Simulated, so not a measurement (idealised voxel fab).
process module | voxel wiring stack
cross-section cut | 290 nm wide | cells 5 nm
A cross-section is a grid of square cells, given in bands from the top down. A band is one or more rows of cells.
Each band's line starts with the height of the band's top and of its bottom, in nm. Then come its materials from left to right, each with its width in nm. One material with "throughout" fills the band from edge to edge. "air" is empty space.
Height 0 is the level under which the wafer as received is all one material. The lowest band goes on downwards, as in "0 down".
A width such as "30 to 40" changes by the same amount from each row of cells to the next, from the band's top row to its bottom row.
"no change" after a step means that no cell of the cross-section changed.
closed voids: empty space of 8 cells or more with no open way to the top, each as width x height at its distance from the left edge, in nm
after a step's settings: what the simulator itself notes on the step
overlay nm, on a step with a mask: how far to the right of its planned place the mask lay; to the left if negative
plan
1 op RECEIVE | material Si
2 op CONFORMAL_DEP | material SiO2 | thk nm 10
3 op DIRECTIONAL_DEP | material TiN | thk nm 5
4 op DIRECTIONAL_DEP | material W | thk nm 20
5 op MASKED_ETCH | tone cover | mask id METAL_1 | width nm 25 | pitch nm 45 | etch materials W | depth nm 20 | overlay nm 0
6 op MASKED_ETCH | tone cover | mask id METAL_1 | width nm 25 | pitch nm 45 | etch materials TiN | depth nm 5 | overlay nm 0
7 op FILL_DEP | material lowk | thk nm 5
8 op CMP | height nm 35
9 op CONFORMAL_DEP | material SiCN | thk nm 5
10 op DIRECTIONAL_DEP | material lowk | thk nm 30
11 op DIRECTIONAL_DEP | material aC | thk nm 10
12 op PATTERN | tone open | mask id METAL_2_HOLES | material resist | width nm 15 | thk nm 30 | overlay nm 0
13 op DIRECTIONAL_ETCH | etch materials aC | depth nm 10
14 op STRIP | etch materials resist
15 op DIRECTIONAL_ETCH | etch materials lowk | depth nm 30
16 op STRIP | etch materials aC
17 op MASKED_ETCH | tone open | mask id METAL_2 | width nm 25 | pitch nm 45 | etch materials lowk | depth nm 15 | overlay nm 0
18 op MASKED_ETCH | tone open | mask id METAL_2 | width nm 25 | pitch nm 45 | etch materials SiCN | depth nm 5 | overlay nm 0
19 op CONFORMAL_DEP | material TiN | thk nm 5
20 op FILL_DEP | material Ru | thk nm 10
21 op CMP | height nm 70
22 op CONFORMAL_DEP | material SiN | thk nm 5
as received, after step 1
  0 down: Si throughout
  closed voids: none
first wafer at the end, as planned
  75 to 70: SiN throughout
  70 to 60: lowk 110 | TiN 5 | Ru 15 | TiN 5 | lowk 20 | TiN 5 | Ru 15 | TiN 5 | lowk 110
  60 to 55: lowk 110 | TiN 5 | Ru 5 | TiN 15 | lowk 20 | TiN 25 | lowk 110
  55 to 40: lowk 110 | TiN 5 | Ru 5 | TiN 5 | lowk 165
  40 to 35: SiCN 110 | TiN 15 | SiCN 165
  35 to 15: lowk 110 | W 25 | lowk 20 | W 25 | lowk 110
  15 to 10: lowk 110 | TiN 25 | lowk 20 | TiN 25 | lowk 110
  10 to 0: SiO2 throughout
  0 down: Si throughout
  closed voids: none
second wafer at the end: like start, like plan, one mistake
  75 to 70: SiN throughout
  70 to 40: lowk 110 | TiN 5 | Ru 15 | TiN 5 | lowk 20 | TiN 5 | Ru 15 | TiN 5 | lowk 110
  40 to 35: SiCN 110 | TiN 25 | SiCN 20 | TiN 25 | SiCN 110
  35 to 15: lowk 110 | W 25 | lowk 20 | W 25 | lowk 110
  15 to 10: lowk 110 | TiN 25 | lowk 20 | TiN 25 | lowk 110
  10 to 0: SiO2 throughout
  0 down: Si throughout
  closed voids: none
what went wrong: step 17 was run twice
at the end the second wafer has, in cells: 20 more of Ru | 7 fewer of SiCN | 8 more of TiN | 21 fewer of lowk
